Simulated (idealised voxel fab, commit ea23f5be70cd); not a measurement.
Process module under the name voxel capacitor over wiring
Section cut is 225 nm wide and gridded with 5 nm square cells.
Just so we're on the same page, the cross-sections are grids of square cells, and they're listed out in bands top to bottom, each band one or more rows deep. Band: top height; bottom height; in nm. Then, left to right: material with width in nm, for each material. "full width": a single material spanning edge to edge. "blank": empty space. A quick word on heights: they are counted from 0, and under that level the wafer as it came to us is one material throughout. The lowest band is different from the rest in having no bottom; it simply continues downward, written as in "top 0, no bottom". Width spec "30->40" -> top row of cells at first value, bottom row at second value, equal per-row change in between. The designation "same as before", where it is given for a processing step, indicates that no cell of the cross-section was altered in the course of that step. For the entry "Enclosed cavities", the listed items are empty spaces with no open way to the top whose size is 8 cells or more; each item follows the pattern width x height at distance, where distance is from the left edge and all three are in nm. It should be noted that, on the line of a given step, the content following the step's settings is a remark produced by the simulator itself with respect to that step. overlay nm: mask offset rightward from planned place, masked step; negative means leftward offset.
-- Steps planned for the process
1) RECEIVE | material Si
2) CONFORMAL_DEP | material SiO2 | thk nm 15
3) CONFORMAL_DEP | material SiN | thk nm 5
4) DIRECTIONAL_DEP | material SiO2 | thk nm 15
5) DIRECTIONAL_DEP | material aC | thk nm 10
6) PATTERN | tone open | mask id METAL_1 | material resist | width nm 20 | pitch nm 90 | thk nm 25 | overlay nm 0
7) DIRECTIONAL_ETCH | etch materials aC | depth nm 10
8) STRIP | etch materials resist
9) DIRECTIONAL_ETCH | etch materials SiO2 | depth nm 15
10) DIRECTIONAL_ETCH | etch materials SiN | depth nm 5
11) STRIP | etch materials aC
12) CONFORMAL_DEP | material TiN | thk nm 5
13) FILL_DEP | material Cu | thk nm 10
14) CMP | height nm 35
15) EPI | material Ru | thk nm 5
16) FILL_DEP | material SiCN | thk nm 5
17) DIRECTIONAL_DEP | material SiO2 | thk nm 20
18) PATTERN | tone open | mask id PLUG_1 | material resist | width nm 15 | thk nm 15 | overlay nm 0
19) DIRECTIONAL_ETCH | etch materials SiO2 | depth nm 20
20) DIRECTIONAL_ETCH | etch materials SiCN | depth nm 5
21) STRIP | etch materials resist
22) EPI | material Ru | thk nm 10
23) EPI | material Ru | thk nm 10
24) EPI | material Ru | thk nm 5
25) DIRECTIONAL_DEP | material TiN | thk nm 10
26) DIRECTIONAL_DEP | material SiN | thk nm 5
27) DIRECTIONAL_DEP | material TiN | thk nm 5
28) MASKED_ETCH | tone cover | mask id UPPER_PLATE | width nm 75 | etch materials TiN | depth nm 5 | overlay nm 0
29) MASKED_ETCH | tone cover | mask id UPPER_PLATE | width nm 75 | etch materials SiN | depth nm 5 | overlay nm 0
30) PATTERN | tone cover | mask id LOWER_PLATE | material resist | width nm 85 | thk nm 15 | overlay nm 0
31) DIRECTIONAL_ETCH | etch materials TiN | depth nm 10
32) STRIP | etch materials resist
33) FILL_DEP | material SiO2 | thk nm 20
34) CMP | height nm 100
35) MASKED_ETCH | tone open | mask id PLUG_2 | width nm 15 | etch materials SiO2 | depth nm 15 | overlay nm 0
36) CONFORMAL_DEP | material TiN | thk nm 5
37) FILL_DEP | material Cu | thk nm 5
38) CMP | height nm 100
39) CONFORMAL_DEP | material SiCN | thk nm 5
-- Cross-section of the incoming wafer, state after step 1
* top 0, no bottom | Si full width
* Enclosed cavities: none
-- Final cross-section, module run with one mistake (start and plan as above)
* top 105, bottom 100 | SiCN full width
* top 100, bottom 90 | SiO2=70 | TiN=5 | Cu=5 | TiN=5 | SiO2=140
* top 90, bottom 85 | SiO2=70 | TiN=15 | SiO2=140
* top 85, bottom 80 | SiO2 full width
* top 80, bottom 75 | SiO2=60 | SiN=75 | SiO2=90
* top 75, bottom 65 | TiN=55 | SiO2=5 | TiN=75 | SiO2=5 | TiN=85
* top 65, bottom 45 | SiO2=60 | Ru=15 | SiO2=150
* top 45, bottom 40 | SiCN=60 | Ru=15 | SiCN=150
* top 40, bottom 35 | SiCN=50 | Ru=30 | SiCN=60 | Ru=30 | SiCN=55
* top 35, bottom 20 | SiO2=55 | TiN=5 | Cu=10 | TiN=5 | SiO2=70 | TiN=5 | Cu=10 | TiN=5 | SiO2=60
* top 20, bottom 15 | SiN=55 | TiN=20 | SiN=70 | TiN=20 | SiN=60
* top 15, bottom 0 | SiO2 full width
* top 0, no bottom | Si full width
* Enclosed cavities: none
Diagnosis: step 30: run off-plan, actual operation and settings PATTERN | tone open | mask id LOWER_PLATE | material resist | width nm 85 | thk nm 15 | overlay nm 0
